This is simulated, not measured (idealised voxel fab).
The following process module bears the name voxel self aligned vias.
Square cells of 5 nm make up the cross-section cut, whose width is 205 nm.
Cross-section = grid of square cells, listed top down in bands; band = one or more rows. The entry gives the band's vertical extent as a top height and a bottom height in nm, then its horizontal make-up as materials from left to right, each with a width in nm. "blank" stands for empty space; a single material marked "edge to edge" fills the band edge to edge. Ref level 0: as-received wafer is one material below here. Bottom band extends down with no lower bound ("0 and below"). Think of "30->40" as a width that walks from the first number to the second as you go down the band, top row to bottom row, taking equal-sized steps from row to row. You'll sometimes find "no change occurred" written for a step, and that's the way of saying that nowhere in the cross-section did a cell change during that step. In "Closed internal voids" the enclosed voids are listed, meaning empty spaces of 8 cells or larger without any opening to the top. The form is width x height at distance, distance from the left edge, units nm. Past the settings on a step's line: simulator remark, on that step. On any step carrying a mask, the "overlay nm" setting, if present on the step's line, tells how far right of its planned place the mask lay; negative values point to the left.
The steps planned for the process are as follows:
step 1: RECEIVE: material Si
step 2: CONFORMAL_DEP: material SiO2, thk nm 10
step 3: CONFORMAL_DEP: material SiCN, thk nm 5
step 4: DIRECTIONAL_DEP: material lowk, thk nm 30
step 5: PATTERN: tone open, mask id LINES, material resist, width nm 20, pitch nm 55, thk nm 15, overlay nm 0
step 6: DIRECTIONAL_ETCH: etch materials lowk, depth nm 30
step 7: STRIP: etch materials resist
step 8: CONFORMAL_DEP: material TiN, thk nm 5
step 9: FILL_DEP: material W, thk nm 5
step 10: CMP: height nm 45
step 11: SELECTIVE_ETCH: etch materials W Ru TiN, depth nm 10
step 12: FILL_DEP: material SiN, thk nm 10
step 13: CMP: height nm 45
step 14: DIRECTIONAL_DEP: material lowk, thk nm 20
step 15: DIRECTIONAL_DEP: material aC, thk nm 10
step 16: PATTERN: tone open, mask id VIAS, material resist, width nm 30, pitch nm 55, thk nm 30, overlay nm 0
step 17: DIRECTIONAL_ETCH: etch materials aC, depth nm 10
step 18: STRIP: etch materials resist
step 19: DIRECTIONAL_ETCH: etch materials lowk, depth nm 20
step 20: DIRECTIONAL_ETCH: etch materials SiN, depth nm 10
step 21: STRIP: etch materials aC
step 22: CONFORMAL_DEP: material TiN, thk nm 5
step 23: FILL_DEP: material Ru, thk nm 5
step 24: CMP: height nm 65
step 25: CONFORMAL_DEP: material SiCN, thk nm 5
So this is the incoming wafer in cross-section - it's already been through step 1:
- 0 and below = Si edge to edge
- Closed internal voids: none
Wafer cross-section at end of module: start and plan as shown above, one execution error:
- 70 down to 65 = SiCN edge to edge
- 65 down to 50 = lowk (40)  TiN (5)  Ru (20)  TiN (5)  lowk (25)  TiN (5)  Ru (20)  TiN (5)  lowk (25)  TiN (5)  Ru (20)  TiN (5)  lowk (25)
- 50 down to 45 = lowk (40)  TiN (5)  Ru (5)  TiN (20)  lowk (25)  TiN (5)  Ru (5)  TiN (20)  lowk (25)  TiN (5)  Ru (5)  TiN (20)  lowk (25)
- 45 down to 40 = lowk (35)  SiN (5)  TiN (5)  Ru (5)  TiN (5)  lowk (35)  SiN (5)  TiN (5)  Ru (5)  TiN (5)  lowk (35)  SiN (5)  TiN (5)  Ru (5)  TiN (5)  lowk (40)
- 40 down to 35 = lowk (35)  SiN (5)  TiN (15)  lowk (35)  SiN (5)  TiN (15)  lowk (35)  SiN (5)  TiN (15)  lowk (40)
- 35 down to 20 = lowk (35)  TiN (5)  W (10)  TiN (5)  lowk (35)  TiN (5)  W (10)  TiN (5)  lowk (35)  TiN (5)  W (10)  TiN (5)  lowk (40)
- 20 down to 15 = lowk (35)  TiN (20)  lowk (35)  TiN (20)  lowk (35)  TiN (20)  lowk (40)
- 15 down to 10 = SiCN edge to edge
- 10 down to 0 = SiO2 edge to edge
- 0 and below = Si edge to edge
- Closed internal voids: none
Finding, execution versus plan: step 16 was run on a setting that differed from the plan, and what really ran there is PATTERN: tone open, mask id VIAS, material resist, width nm 30, pitch nm 55, thk nm 30, overlay nm 10
